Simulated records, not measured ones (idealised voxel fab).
Process module in this document: voxel wiring stack
The cross-section on display is named cut; it measures 265 nm wide, and its cells are 5 nm squares.
If you're reading a cross-section in this doc, picture square cells in a grid; it comes to you as bands, top ones listed first down to the bottom, and a band can be one or more rows of cells.
A band entry consists of two parts. The first gives the height of the band's top and the height of its bottom, in nm. The rest lists the band's materials from left to right, each with its width in nm. A single material labelled with the word "throughout" fills the band from edge to edge, and the word "empty" marks empty space.
The level at which height equals 0 is the one under which the wafer, as it arrives, is entirely one material. No lower edge exists for the bottom band, which continues downward and is notated as in "z 0 and below".
A width given as "30 to 40" starts at the first number in the band's top row and ends at the second number in its bottom row, shifting by an equal amount at every step from row to row.
Reading "left unchanged" for a step: not a cell of the cross-section changed in it.
Empty spaces counting at least 8 cells and having no open way to the top are listed in "Sealed void list". The notation width x height at distance is used for each, the distance being from the left edge and all three values in nm.
Note: text after step settings on the step line = simulator remark on that step.
What "overlay nm" on a step's line means: if the step has a mask, that mask lay this far to the right of its planned place, or, when the value is negative, to the left.
Read each pair as before and after one process step. The after cross-section shows only down to the lowest band that changed. The step between them and its settings are given below the pair. Pairs can come from different runs of this module on the same starting wafer. A pair continues from the pair above only where its "Incoming profile" entry says so.
Incoming profile:
* z 65 to 55 | empty (40) / Ru (35) / empty (55) / Ru (35) / empty (100)
* z 55 to 45 | SiO2 (50) / Ru (15) / SiO2 (75) / Ru (15) / SiO2 (110)
* z 45 to 40 | SiCN (50) / Ru (15) / SiCN (75) / Ru (15) / SiCN (110)
* z 40 to 35 | SiCN (45) / Ru (35) / SiCN (10) / Ru (35) / SiCN (10) / Ru (35) / SiCN (10) / Ru (35) / SiCN (50)
* z 35 to 20 | lowk (50) / TiN (5) / Cu (15) / TiN (5) / lowk (20) / TiN (5) / Cu (15) / TiN (5) / lowk (20) / TiN (5) / Cu (15) / TiN (5) / lowk (20) / TiN (5) / Cu (15) / TiN (5) / lowk (55)
* z 20 to 15 | SiN (50) / TiN (25) / SiN (20) / TiN (25) / SiN (20) / TiN (25) / SiN (20) / TiN (25) / SiN (55)
* z 15 to 0 | SiO2 throughout
* z 0 and below | Si throughout
* Sealed void list: none
Resulting Structure:
* z 70 to 65 | empty (35) / SiN (45) / empty (45) / SiN (45) / empty (95)
* z 65 to 60 | empty (35) / SiN (5) / Ru (35) / SiN (5) / empty (45) / SiN (5) / Ru (35) / SiN (5) / empty (95)
* z 60 to 55 | SiN (40) / Ru (35) / SiN (55) / Ru (35) / SiN (100)
* For the remainder of the cross-section, below 55, there is no change.
* Sealed void list: none
Step, before to after (see cross-sections above): CONFORMAL_DEP with material SiN, thk nm 5
Incoming profile: Please consult the pair immediately above; the cross-section it shows after its step is the state before this step.
Resulting Structure:
* z 90 to 80 | empty (35) / SiO2 (45) / empty (45) / SiO2 (45) / empty (95)
* z 80 to 70 | SiO2 throughout
* z 70 to 65 | SiO2 (35) / SiN (45) / SiO2 (45) / SiN (45) / SiO2 (95)
* z 65 to 60 | SiO2 (35) / SiN (5) / Ru (35) / SiN (5) / SiO2 (45) / SiN (5) / Ru (35) / SiN (5) / SiO2 (95)
* For the remainder of the cross-section, below 60, there is no change.
* Sealed void list: none
Step, before to after (see cross-sections above): DIRECTIONAL_DEP with material SiO2, thk nm 20
Incoming profile: Please consult the pair immediately above; the cross-section it shows after its step is the state before this step.
Resulting Structure:
* z 90 to 80 | empty (35) / SiO2 (15) / empty (25) / SiO2 (5) / empty (45) / SiO2 (15) / empty (25) / SiO2 (5) / empty (95)
* z 80 to 70 | SiO2 (50) / empty (25) / SiO2 (20) / empty (25) / SiO2 (20) / empty (25) / SiO2 (20) / empty (25) / SiO2 (55)
* z 70 to 65 | SiO2 (35) / SiN (45) / SiO2 (15) / empty (25) / SiO2 (5) / SiN (45) / SiO2 (15) / empty (25) / SiO2 (55)
* z 65 to 60 | SiO2 (35) / SiN (5) / Ru (35) / SiN (5) / SiO2 (15) / empty (25) / SiO2 (5) / SiN (5) / Ru (35) / SiN (5) / SiO2 (15) / empty (25) / SiO2 (55)
* For the remainder of the cross-section, below 60, there is no change.
* Sealed void list: none
Step, before to after (see cross-sections above): MASKED_ETCH with tone open, mask id METAL_2, width nm 25, pitch nm 45, etch materials SiO2, depth nm 20, overlay nm 0
Incoming profile: Please consult the pair immediately above; the cross-section it shows after its step is the state before this step.
Resulting Structure:
* z 90 to 80 | empty (35) / SiO2 (15) / empty (25) / SiO2 (5) / empty (45) / SiO2 (15) / empty (25) / SiO2 (5) / empty (95)
* z 80 to 70 | SiO2 (50) / empty (25) / SiO2 (20) / empty (25) / SiO2 (20) / empty (25) / SiO2 (20) / empty (25) / SiO2 (55)
* z 70 to 65 | SiO2 (35) / SiN (15) / empty (25) / SiN (5) / SiO2 (15) / empty (25) / SiO2 (5) / SiN (15) / empty (25) / SiN (5) / SiO2 (15) / empty (25) / SiO2 (55)
* z 65 to 60 | SiO2 (35) / SiN (5) / Ru (35) / SiN (5) / SiO2 (15) / empty (25) / SiO2 (5) / SiN (5) / Ru (35) / SiN (5) / SiO2 (15) / empty (25) / SiO2 (55)
* z 60 to 55 | SiN (40) / Ru (35) / SiN (20) / empty (25) / SiN (10) / Ru (35) / SiN (20) / empty (25) / SiN (55)
* For the remainder of the cross-section, below 55, there is no change.
* Sealed void list: none
Step, before to after (see cross-sections above): MASKED_ETCH with tone open, mask id METAL_2, width nm 25, pitch nm 45, etch materials SiN, depth nm 5, overlay nm 0
Incoming profile: Please consult the pair immediately above; the cross-section it shows after its step is the state before this step.
Resulting Structure:
* z 95 to 90 | empty (30) / TiN (25) / empty (15) / TiN (15) / empty (35) / TiN (25) / empty (15) / TiN (15) / empty (90)
* z 90 to 85 | empty (30) / TiN (5) / SiO2 (15) / TiN (5) / empty (15) / TiN (5) / SiO2 (5) / TiN (5) / empty (35) / TiN (5) / SiO2 (15) / TiN (5) / empty (15) / TiN (5) / SiO2 (5) / TiN (5) / empty (90)
* z 85 to 80 | TiN (35) / SiO2 (15) / TiN (5) / empty (15) / TiN (5) / SiO2 (5) / TiN (20) / empty (15) / TiN (10) / SiO2 (15) / TiN (5) / empty (15) / TiN (5) / SiO2 (5) / TiN (20) / empty (15) / TiN (60)
* z 80 to 70 | SiO2 (50) / TiN (5) / empty (15) / TiN (5) / SiO2 (20) / TiN (5) / empty (15) / TiN (5) / SiO2 (20) / TiN (5) / empty (15) / TiN (5) / SiO2 (20) / TiN (5) / empty (15) / TiN (5) / SiO2 (55)
* z 70 to 65 | SiO2 (35) / SiN (15) / TiN (25) / SiN (5) / SiO2 (15) / TiN (5) / empty (15) / TiN (5) / SiO2 (5) / SiN (15) / TiN (25) / SiN (5) / SiO2 (15) / TiN (5) / empty (15) / TiN (5) / SiO2 (55)
* z 65 to 60 | SiO2 (35) / SiN (5) / Ru (35) / SiN (5) / SiO2 (15) / TiN (5) / empty (15) / TiN (5) / SiO2 (5) / SiN (5) / Ru (35) / SiN (5) / SiO2 (15) / TiN (5) / empty (15) / TiN (5) / SiO2 (55)
* z 60 to 55 | SiN (40) / Ru (35) / SiN (20) / TiN (25) / SiN (10) / Ru (35) / SiN (20) / TiN (25) / SiN (55)
* For the remainder of the cross-section, below 55, there is no change.
* Sealed void list: none
Step, before to after (see cross-sections above): CONFORMAL_DEP with material TiN, thk nm 5
Incoming profile: Please consult the pair immediately above; the cross-section it shows after its step is the state before this step.
Resulting Structure:
* z 105 to 95 | Cu throughout
* z 95 to 90 | Cu (30) / TiN (25) / Cu (15) / TiN (15) / Cu (35) / TiN (25) / Cu (15) / TiN (15) / Cu (90)
* z 90 to 85 | Cu (30) / TiN (5) / SiO2 (15) / TiN (5) / Cu (15) / TiN (5) / SiO2 (5) / TiN (5) / Cu (35) / TiN (5) / SiO2 (15) / TiN (5) / Cu (15) / TiN (5) / SiO2 (5) / TiN (5) / Cu (90)
* z 85 to 80 | TiN (35) / SiO2 (15) / TiN (5) / Cu (15) / TiN (5) / SiO2 (5) / TiN (20) / Cu (15) / TiN (10) / SiO2 (15) / TiN (5) / Cu (15) / TiN (5) / SiO2 (5) / TiN (20) / Cu (15) / TiN (60)
* z 80 to 70 | SiO2 (50) / TiN (5) / Cu (15) / TiN (5) / SiO2 (20) / TiN (5) / Cu (15) / TiN (5) / SiO2 (20) / TiN (5) / Cu (15) / TiN (5) / SiO2 (20) / TiN (5) / Cu (15) / TiN (5) / SiO2 (55)
* z 70 to 65 | SiO2 (35) / SiN (15) / TiN (25) / SiN (5) / SiO2 (15) / TiN (5) / Cu (15) / TiN (5) / SiO2 (5) / SiN (15) / TiN (25) / SiN (5) / SiO2 (15) / TiN (5) / Cu (15) / TiN (5) / SiO2 (55)
* z 65 to 60 | SiO2 (35) / SiN (5) / Ru (35) / SiN (5) / SiO2 (15) / TiN (5) / Cu (15) / TiN (5) / SiO2 (5) / SiN (5) / Ru (35) / SiN (5) / SiO2 (15) / TiN (5) / Cu (15) / TiN (5) / SiO2 (55)
* For the remainder of the cross-section, below 60, there is no change.
* Sealed void list: none
Step, before to after (see cross-sections above): FILL_DEP with material Cu, thk nm 10
Incoming profile: Please consult the pair immediately above; the cross-section it shows after its step is the state before this step.
Resulting Structure:
* z 80 to 70 | SiO2 (50) / TiN (5) / Cu (15) / TiN (5) / SiO2 (20) / TiN (5) / Cu (15) / TiN (5) / SiO2 (20) / TiN (5) / Cu (15) / TiN (5) / SiO2 (20) / TiN (5) / Cu (15) / TiN (5) / SiO2 (55)
* For the remainder of the cross-section, below 70, there is no change.
* Sealed void list: none
Step, before to after (see cross-sections above): CMP with height nm 80
Incoming profile: Please consult the pair immediately above; the cross-section it shows after its step is the state before this step.
Resulting Structure:
* z 85 to 80 | SiCN throughout
* For the remainder of the cross-section, below 80, there is no change.
* Sealed void list: none
Step, before to after (see cross-sections above): CONFORMAL_DEP with material SiCN, thk nm 5
Incoming profile: Please consult the pair immediately above; the cross-section it shows after its step is the state before this step.
Resulting Structure:
* z 110 to 85 | SiO2 throughout
* For the remainder of the cross-section, below 85, there is no change.
* Sealed void list: none
Step, before to after (see cross-sections above): DIRECTIONAL_DEP with material SiO2, thk nm 25
Incoming profile: Please consult the pair immediately above; the cross-section it shows after its step is the state before this step.
Resulting Structure:
* z 120 to 110 | aC throughout
* For the remainder of the cross-section, below 110, there is no change.
* Sealed void list: none
Step, before to after (see cross-sections above): DIRECTIONAL_DEP with material aC, thk nm 10
Incoming profile: Please consult the pair immediately above; the cross-section it shows after its step is the state before this step.
Resulting Structure:
* z 150 to 120 | resist (50) / empty (25) / resist (20) / empty (25) / resist (20) / empty (25) / resist (20) / empty (25) / resist (55)
* For the remainder of the cross-section, below 120, there is no change.
* Sealed void list: none
Step, before to after (see cross-sections above): PATTERN with tone open, mask id METAL_3, material resist, width nm 25, pitch nm 45, thk nm 30, overlay nm 0
Incoming profile: Please consult the pair immediately above; the cross-section it shows after its step is the state before this step.
Resulting Structure:
* z 140 to 120 | resist (50) / empty (25) / resist (20) / empty (25) / resist (20) / empty (25) / resist (20) / empty (25) / resist (55)
* z 120 to 110 | aC (50) / empty (25) / aC (20) / empty (25) / aC (20) / empty (25) / aC (20) / empty (25) / aC (55)
* For the remainder of the cross-section, below 110, there is no change.
* Sealed void list: none
Step, before to after (see cross-sections above): DIRECTIONAL_ETCH with etch materials aC, depth nm 10
Incoming profile: Please consult the pair immediately above; the cross-section it shows after its step is the state before this step.
Resulting Structure:
* z 120 to 110 | aC (50) / empty (25) / aC (20) / empty (25) / aC (20) / empty (25) / aC (20) / empty (25) / aC (55)
* For the remainder of the cross-section, below 110, there is no change.
* Sealed void list: none
Step, before to after (see cross-sections above): STRIP with etch materials resist
Incoming profile: Please consult the pair immediately above; the cross-section it shows after its step is the state before this step.
Resulting Structure:
* z 120 to 110 | aC (50) / empty (25) / aC (20) / empty (25) / aC (20) / empty (25) / aC (20) / empty (25) / aC (55)
* z 110 to 95 | SiO2 (50) / empty (25) / SiO2 (20) / empty (25) / SiO2 (20) / empty (25) / SiO2 (20) / empty (25) / SiO2 (55)
* For the remainder of the cross-section, below 95, there is no change.
* Sealed void list: none
Step, before to after (see cross-sections above): DIRECTIONAL_ETCH with etch materials SiO2, depth nm 15
Incoming profile: Please consult the pair immediately above; the cross-section it shows after its step is the state before this step.
Resulting Structure:
* z 110 to 95 | SiO2 (50) / empty (25) / SiO2 (20) / empty (25) / SiO2 (20) / empty (25) / SiO2 (20) / empty (25) / SiO2 (55)
* For the remainder of the cross-section, below 95, there is no change.
* Sealed void list: none
Step, before to after (see cross-sections above): STRIP with etch materials aC
Incoming profile: Please consult the pair immediately above; the cross-section it shows after its step is the state before this step.
Resulting Structure:
* z 120 to 110 | aC (50) / empty (25) / aC (20) / empty (25) / aC (20) / empty (25) / aC (20) / empty (25) / aC (55)
* z 110 to 105 | SiO2 (50) / empty (25) / SiO2 (20) / empty (25) / SiO2 (20) / empty (25) / SiO2 (20) / empty (25) / SiO2 (55)
* z 105 to 95 | SiO2 (50) / aC (25) / SiO2 (20) / aC (25) / SiO2 (20) / aC (25) / SiO2 (20) / aC (25) / SiO2 (55)
* For the remainder of the cross-section, below 95, there is no change.
* Sealed void list: none
Step, before to after (see cross-sections above): DIRECTIONAL_DEP with material aC, thk nm 10
Incoming profile: Please consult the pair immediately above; the cross-section it shows after its step is the state before this step.
Resulting Structure:
* z 150 to 120 | resist (50) / empty (15) / resist (30) / empty (15) / resist (30) / empty (15) / resist (30) / empty (15) / resist (65)
* z 120 to 110 | aC (50) / empty (15) / resist (10) / aC (20) / empty (15) / resist (10) / aC (20) / empty (15) / resist (10) / aC (20) / empty (15) / resist (10) / aC (55)
* z 110 to 105 | SiO2 (50) / empty (15) / resist (10) / SiO2 (20) / empty (15) / resist (10) / SiO2 (20) / empty (15) / resist (10) / SiO2 (20) / empty (15) / resist (10) / SiO2 (55)
* For the remainder of the cross-section, below 105, there is no change.
* Sealed void list: none
Step, before to after (see cross-sections above): PATTERN with tone open, mask id METAL_3_HOLES, material resist, width nm 15, pitch nm 45, thk nm 30, overlay nm 0
Incoming profile: Please consult the pair immediately above; the cross-section it shows after its step is the state before this step.
Resulting Structure:
* z 140 to 120 | resist (50) / empty (15) / resist (30) / empty (15) / resist (30) / empty (15) / resist (30) / empty (15) / resist (65)
* z 120 to 110 | aC (50) / empty (15) / resist (10) / aC (20) / empty (15) / resist (10) / aC (20) / empty (15) / resist (10) / aC (20) / empty (15) / resist (10) / aC (55)
* z 110 to 105 | SiO2 (50) / empty (15) / resist (10) / SiO2 (20) / empty (15) / resist (10) / SiO2 (20) / empty (15) / resist (10) / SiO2 (20) / empty (15) / resist (10) / SiO2 (55)
* z 105 to 95 | SiO2 (50) / empty (15) / aC (10) / SiO2 (20) / empty (15) / aC (10) / SiO2 (20) / empty (15) / aC (10) / SiO2 (20) / empty (15) / aC (10) / SiO2 (55)
* For the remainder of the cross-section, below 95, there is no change.
* Sealed void list: none
Step, before to after (see cross-sections above): DIRECTIONAL_ETCH with etch materials aC, depth nm 10
Incoming profile: Please consult the pair immediately above; the cross-section it shows after its step is the state before this step.
Resulting Structure:
* z 120 to 110 | aC (50) / empty (25) / aC (20) / empty (25) / aC (20) / empty (25) / aC (20) / empty (25) / aC (55)
* z 110 to 105 | SiO2 (50) / empty (25) / SiO2 (20) / empty (25) / SiO2 (20) / empty (25) / SiO2 (20) / empty (25) / SiO2 (55)
* For the remainder of the cross-section, below 105, there is no change.
* Sealed void list: none
Step, before to after (see cross-sections above): STRIP with etch materials resist
Incoming profile: Please consult the pair immediately above; the cross-section it shows after its step is the state before this step.
Resulting Structure:
* z 120 to 110 | aC (50) / empty (25) / aC (20) / empty (25) / aC (20) / empty (25) / aC (20) / empty (25) / aC (55)
* z 110 to 105 | SiO2 (50) / empty (25) / SiO2 (20) / empty (25) / SiO2 (20) / empty (25) / SiO2 (20) / empty (25) / SiO2 (55)
* z 105 to 95 | SiO2 (50) / empty (15) / aC (10) / SiO2 (20) / empty (15) / aC (10) / SiO2 (20) / empty (15) / aC (10) / SiO2 (20) / empty (15) / aC (10) / SiO2 (55)
* z 95 to 85 | SiO2 (50) / empty (15) / SiO2 (30) / empty (15) / SiO2 (30) / empty (15) / SiO2 (30) / empty (15) / SiO2 (65)
* For the remainder of the cross-section, below 85, there is no change.
* Sealed void list: none
Step, before to after (see cross-sections above): DIRECTIONAL_ETCH with etch materials SiO2, depth nm 10
Incoming profile: Please consult the pair immediately above; the cross-section it shows after its step is the state before this step.
Resulting Structure:
* z 120 to 110 | aC (50) / empty (25) / aC (20) / empty (25) / aC (20) / empty (25) / aC (20) / empty (25) / aC (55)
* z 110 to 105 | SiO2 (50) / empty (25) / SiO2 (20) / empty (25) / SiO2 (20) / empty (25) / SiO2 (20) / empty (25) / SiO2 (55)
* z 105 to 95 | SiO2 (50) / empty (15) / aC (10) / SiO2 (20) / empty (15) / aC (10) / SiO2 (20) / empty (15) / aC (10) / SiO2 (20) / empty (15) / aC (10) / SiO2 (55)
* z 95 to 85 | SiO2 (50) / empty (15) / SiO2 (30) / empty (15) / SiO2 (30) / empty (15) / SiO2 (30) / empty (15) / SiO2 (65)
* z 85 to 80 | SiCN (50) / empty (15) / SiCN (30) / empty (15) / SiCN (30) / empty (15) / SiCN (30) / empty (15) / SiCN (65)
* For the remainder of the cross-section, below 80, there is no change.
* Sealed void list: none
Step, before to after (see cross-sections above): DIRECTIONAL_ETCH with etch materials SiCN, depth nm 5
Incoming profile: Please consult the pair immediately above; the cross-section it shows after its step is the state before this step.
Resulting Structure:
* z 110 to 95 | SiO2 (50) / empty (25) / SiO2 (20) / empty (25) / SiO2 (20) / empty (25) / SiO2 (20) / empty (25) / SiO2 (55)
* For the remainder of the cross-section, below 95, there is no change.
* Sealed void list: none
Step, before to after (see cross-sections above): STRIP with etch materials aC
Incoming profile: Please consult the pair immediately above; the cross-section it shows after its step is the state before this step.
Resulting Structure:
* z 115 to 110 | TiN (55) / empty (15) / TiN (30) / empty (15) / TiN (30) / empty (15) / TiN (30) / empty (15) / TiN (60)
* z 110 to 100 | SiO2 (50) / TiN (5) / empty (15) / TiN (5) / SiO2 (20) / TiN (5) / empty (15) / TiN (5) / SiO2 (20) / TiN (5) / empty (15) / TiN (5) / SiO2 (20) / TiN (5) / empty (15) / TiN (5) / SiO2 (55)
* z 100 to 95 | SiO2 (50) / TiN (5) / empty (5) / TiN (15) / SiO2 (20) / TiN (5) / empty (5) / TiN (15) / SiO2 (20) / TiN (5) / empty (5) / TiN (15) / SiO2 (20) / TiN (5) / empty (5) / TiN (15) / SiO2 (55)
* z 95 to 85 | SiO2 (50) / TiN (5) / empty (5) / TiN (5) / SiO2 (30) / TiN (5) / empty (5) / TiN (5) / SiO2 (30) / TiN (5) / empty (5) / TiN (5) / SiO2 (30) / TiN (5) / empty (5) / TiN (5) / SiO2 (65)
* z 85 to 80 | SiCN (50) / TiN (15) / SiCN (30) / TiN (15) / SiCN (30) / TiN (15) / SiCN (30) / TiN (15) / SiCN (65)
* For the remainder of the cross-section, below 80, there is no change.
* Sealed void list: none
Step, before to after (see cross-sections above): CONFORMAL_DEP with material TiN, thk nm 5
Incoming profile: Please consult the pair immediately above; the cross-section it shows after its step is the state before this step.
Resulting Structure:
* z 125 to 115 | Cu throughout
* z 115 to 110 | TiN (55) / Cu (15) / TiN (30) / Cu (15) / TiN (30) / Cu (15) / TiN (30) / Cu (15) / TiN (60)
* z 110 to 100 | SiO2 (50) / TiN (5) / Cu (15) / TiN (5) / SiO2 (20) / TiN (5) / Cu (15) / TiN (5) / SiO2 (20) / TiN (5) / Cu (15) / TiN (5) / SiO2 (20) / TiN (5) / Cu (15) / TiN (5) / SiO2 (55)
* z 100 to 95 | SiO2 (50) / TiN (5) / Cu (5) / TiN (15) / SiO2 (20) / TiN (5) / Cu (5) / TiN (15) / SiO2 (20) / TiN (5) / Cu (5) / TiN (15) / SiO2 (20) / TiN (5) / Cu (5) / TiN (15) / SiO2 (55)
* z 95 to 85 | SiO2 (50) / TiN (5) / Cu (5) / TiN (5) / SiO2 (30) / TiN (5) / Cu (5) / TiN (5) / SiO2 (30) / TiN (5) / Cu (5) / TiN (5) / SiO2 (30) / TiN (5) / Cu (5) / TiN (5) / SiO2 (65)
* For the remainder of the cross-section, below 85, there is no change.
* Sealed void list: none
Step, before to after (see cross-sections above): FILL_DEP with material Cu, thk nm 10
Incoming profile: Please consult the pair immediately above; the cross-section it shows after its step is the state before this step.
Resulting Structure:
* z 110 to 100 | SiO2 (50) / TiN (5) / Cu (15) / TiN (5) / SiO2 (20) / TiN (5) / Cu (15) / TiN (5) / SiO2 (20) / TiN (5) / Cu (15) / TiN (5) / SiO2 (20) / TiN (5) / Cu (15) / TiN (5) / SiO2 (55)
* For the remainder of the cross-section, below 100, there is no change.
* Sealed void list: none
Step, before to after (see cross-sections above): CMP with height nm 110
Incoming profile: Please consult the pair immediately above; the cross-section it shows after its step is the state before this step.
Resulting Structure:
* z 115 to 110 | SiCN throughout
* For the remainder of the cross-section, below 110, there is no change.
* Sealed void list: none
Step, before to after (see cross-sections above): CONFORMAL_DEP with material SiCN, thk nm 5
Incoming profile: Please consult the pair immediately above; the cross-section it shows after its step is the state before this step.
Resulting Structure:
* z 145 to 115 | SiO2 throughout
* For the remainder of the cross-section, below 115, there is no change.
* Sealed void list: none
Step, before to after (see cross-sections above): DIRECTIONAL_DEP with material SiO2, thk nm 30
Incoming profile: Please consult the pair immediately above; the cross-section it shows after its step is the state before this step.
Resulting Structure:
* z 155 to 145 | aC throughout
* For the remainder of the cross-section, below 145, there is no change.
* Sealed void list: none
Step, before to after (see cross-sections above): DIRECTIONAL_DEP with material aC, thk nm 10
Incoming profile: Please consult the pair immediately above; the cross-section it shows after its step is the state before this step.
Resulting Structure:
* z 180 to 155 | resist (50) / empty (15) / resist (75) / empty (15) / resist (110)
* For the remainder of the cross-section, below 155, there is no change.
* Sealed void list: none
Step, before to after (see cross-sections above): PATTERN with tone open, mask id METAL_4_HOLES, material resist, width nm 15, pitch nm 90, thk nm 25, overlay nm 0
Incoming profile: Please consult the pair immediately above; the cross-section it shows after its step is the state before this step.
Resulting Structure:
* z 170 to 155 | resist (50) / empty (15) / resist (75) / empty (15) / resist (110)
* z 155 to 145 | aC (50) / empty (15) / aC (75) / empty (15) / aC (110)
* For the remainder of the cross-section, below 145, there is no change.
* Sealed void list: none
Step, before to after (see cross-sections above): DIRECTIONAL_ETCH with etch materials aC, depth nm 10
Incoming profile: Please consult the pair immediately above; the cross-section it shows after its step is the state before this step.
Resulting Structure:
* z 155 to 145 | aC (50) / empty (15) / aC (75) / empty (15) / aC (110)
* For the remainder of the cross-section, below 145, there is no change.
* Sealed void list: none
Step, before to after (see cross-sections above): STRIP with etch materials resist
Incoming profile: Please consult the pair immediately above; the cross-section it shows after its step is the state before this step.
Resulting Structure:
* z 155 to 145 | aC (50) / empty (15) / aC (75) / empty (15) / aC (110)
* z 145 to 115 | SiO2 (50) / empty (15) / SiO2 (75) / empty (15) / SiO2 (110)
* For the remainder of the cross-section, below 115, there is no change.
* Sealed void list: none
Step, before to after (see cross-sections above): DIRECTIONAL_ETCH with etch materials SiO2, depth nm 30
Incoming profile: Please consult the pair immediately above; the cross-section it shows after its step is the state before this step.
Resulting Structure:
* z 145 to 115 | SiO2 (50) / empty (15) / SiO2 (75) / empty (15) / SiO2 (110)
* For the remainder of the cross-section, below 115, there is no change.
* Sealed void list: none
Step, before to after (see cross-sections above): STRIP with etch materials aC
Incoming profile: Please consult the pair immediately above; the cross-section it shows after its step is the state before this step.
Resulting Structure:
* z 145 to 125 | SiO2 (50) / empty (25) / SiO2 (20) / empty (25) / SiO2 (20) / empty (25) / SiO2 (20) / empty (25) / SiO2 (55)
* For the remainder of the cross-section, below 125, there is no change.
* Sealed void list: none
Step, before to after (see cross-sections above): MASKED_ETCH with tone open, mask id METAL_4, width nm 25, pitch nm 45, etch materials SiO2, depth nm 20, overlay nm 0
Incoming profile: Please consult the pair immediately above; the cross-section it shows after its step is the state before this step.
Resulting Structure:
* z 145 to 125 | SiO2 (50) / empty (25) / SiO2 (20) / empty (25) / SiO2 (20) / empty (25) / SiO2 (20) / empty (25) / SiO2 (55)
* z 125 to 115 | SiO2 (50) / empty (15) / SiO2 (75) / empty (15) / SiO2 (110)
* z 115 to 110 | SiCN (50) / empty (15) / SiCN (75) / empty (15) / SiCN (110)
* For the remainder of the cross-section, below 110, there is no change.
* Sealed void list: none
Step, before to after (see cross-sections above): MASKED_ETCH with tone open, mask id METAL_4, width nm 25, pitch nm 45, etch materials SiCN, depth nm 5, overlay nm 0
Incoming profile: Please consult the pair immediately above; the cross-section it shows after its step is the state before this step.
Resulting Structure:
* z 150 to 145 | TiN (55) / empty (15) / TiN (30) / empty (15) / TiN (30) / empty (15) / TiN (30) / empty (15) / TiN (60)
* z 145 to 130 | SiO2 (50) / TiN (5) / empty (15) / TiN (5) / SiO2 (20) / TiN (5) / empty (15) / TiN (5) / SiO2 (20) / TiN (5) / empty (15) / TiN (5) / SiO2 (20) / TiN (5) / empty (15) / TiN (5) / SiO2 (55)
* z 130 to 125 | SiO2 (50) / TiN (5) / empty (5) / TiN (15) / SiO2 (20) / TiN (25) / SiO2 (20) / TiN (5) / empty (5) / TiN (15) / SiO2 (20) / TiN (25) / SiO2 (55)
* z 125 to 115 | SiO2 (50) / TiN (5) / empty (5) / TiN (5) / SiO2 (75) / TiN (5) / empty (5) / TiN (5) / SiO2 (110)
* z 115 to 110 | SiCN (50) / TiN (15) / SiCN (75) / TiN (15) / SiCN (110)
* For the remainder of the cross-section, below 110, there is no change.
* Sealed void list: none
Step, before to after (see cross-sections above): CONFORMAL_DEP with material TiN, thk nm 5
Incoming profile: Please consult the pair immediately above; the cross-section it shows after its step is the state before this step.
Resulting Structure:
* z 160 to 150 | Ru throughout
* z 150 to 145 | TiN (55) / Ru (15) / TiN (30) / Ru (15) / TiN (30) / Ru (15) / TiN (30) / Ru (15) / TiN (60)
* z 145 to 130 | SiO2 (50) / TiN (5) / Ru (15) / TiN (5) / SiO2 (20) / TiN (5) / Ru (15) / TiN (5) / SiO2 (20) / TiN (5) / Ru (15) / TiN (5) / SiO2 (20) / TiN (5) / Ru (15) / TiN (5) / SiO2 (55)
* z 130 to 125 | SiO2 (50) / TiN (5) / Ru (5) / TiN (15) / SiO2 (20) / TiN (25) / SiO2 (20) / TiN (5) / Ru (5) / TiN (15) / SiO2 (20) / TiN (25) / SiO2 (55)
* z 125 to 115 | SiO2 (50) / TiN (5) / Ru (5) / TiN (5) / SiO2 (75) / TiN (5) / Ru (5) / TiN (5) / SiO2 (110)
* For the remainder of the cross-section, below 115, there is no change.
* Sealed void list: none
Step, before to after (see cross-sections above): FILL_DEP with material Ru, thk nm 10
Incoming profile: Please consult the pair immediately above; the cross-section it shows after its step is the state before this step.
Resulting Structure:
* z 145 to 130 | SiO2 (50) / TiN (5) / Ru (15) / TiN (5) / SiO2 (20) / TiN (5) / Ru (15) / TiN (5) / SiO2 (20) / TiN (5) / Ru (15) / TiN (5) / SiO2 (20) / TiN (5) / Ru (15) / TiN (5) / SiO2 (55)
* For the remainder of the cross-section, below 130, there is no change.
* Sealed void list: none
Step, before to after (see cross-sections above): CMP with height nm 145
Incoming profile: Please consult the pair immediately above; the cross-section it shows after its step is the state before this step.
Resulting Structure:
* z 150 to 145 | SiCN throughout
* For the remainder of the cross-section, below 145, there is no change.
* Sealed void list: none
Step, before to after (see cross-sections above): CONFORMAL_DEP with material SiCN, thk nm 5
Incoming profile:
* z 110 to 100 | SiO2 (50) / TiN (5) / Cu (15) / TiN (5) / SiO2 (20) / TiN (5) / Cu (15) / TiN (5) / SiO2 (20) / TiN (5) / Cu (15) / TiN (5) / SiO2 (20) / TiN (5) / Cu (15) / TiN (5) / SiO2 (55)
* z 100 to 95 | SiO2 (50) / TiN (5) / Cu (5) / TiN (15) / SiO2 (20) / TiN (5) / Cu (5) / TiN (15) / SiO2 (20) / TiN (5) / Cu (5) / TiN (15) / SiO2 (20) / TiN (5) / Cu (5) / TiN (15) / SiO2 (55)
* z 95 to 85 | SiO2 (50) / TiN (5) / Cu (5) / TiN (5) / SiO2 (30) / TiN (5) / Cu (5) / TiN (5) / SiO2 (30) / TiN (5) / Cu (5) / TiN (5) / SiO2 (30) / TiN (5) / Cu (5) / TiN (5) / SiO2 (65)
* z 85 to 80 | SiCN (50) / TiN (15) / SiCN (30) / TiN (15) / SiCN (30) / TiN (15) / SiCN (30) / TiN (15) / SiCN (65)
* z 80 to 60 | SiO2 (50) / TiN (5) / Cu (15) / TiN (5) / SiO2 (20) / TiN (5) / Cu (15) / TiN (5) / SiO2 (20) / TiN (5) / Cu (15) / TiN (5) / SiO2 (20) / TiN (5) / Cu (15) / TiN (5) / SiO2 (55)
* z 60 to 55 | SiN (50) / TiN (25) / SiN (20) / TiN (25) / SiN (20) / TiN (25) / SiN (20) / TiN (25) / SiN (55)
* z 55 to 45 | SiO2 (50) / Ru (15) / SiO2 (75) / Ru (15) / SiO2 (110)
* z 45 to 40 | SiCN (50) / Ru (15) / SiCN (75) / Ru (15) / SiCN (110)
* z 40 to 35 | SiCN (45) / Ru (35) / SiCN (10) / Ru (35) / SiCN (10) / Ru (35) / SiCN (10) / Ru (35) / SiCN (50)
* z 35 to 20 | lowk (50) / TiN (5) / Cu (15) / TiN (5) / lowk (20) / TiN (5) / Cu (15) / TiN (5) / lowk (20) / TiN (5) / Cu (15) / TiN (5) / lowk (20) / TiN (5) / Cu (15) / TiN (5) / lowk (55)
* z 20 to 15 | SiN (50) / TiN (25) / SiN (20) / TiN (25) / SiN (20) / TiN (25) / SiN (20) / TiN (25) / SiN (55)
* z 15 to 0 | SiO2 throughout
* z 0 and below | Si throughout
* Sealed void list: none
Resulting Structure:
* z 140 to 110 | SiO2 throughout
* For the remainder of the cross-section, below 110, there is no change.
* Sealed void list: none
Step, before to after (see cross-sections above): DIRECTIONAL_DEP with material SiO2, thk nm 30
Incoming profile: Please consult the pair immediately above; the cross-section it shows after its step is the state before this step.
Resulting Structure:
* z 145 to 140 | SiCN throughout
* For the remainder of the cross-section, below 140, there is no change.
* Sealed void list: none
Step, before to after (see cross-sections above): CONFORMAL_DEP with material SiCN, thk nm 5
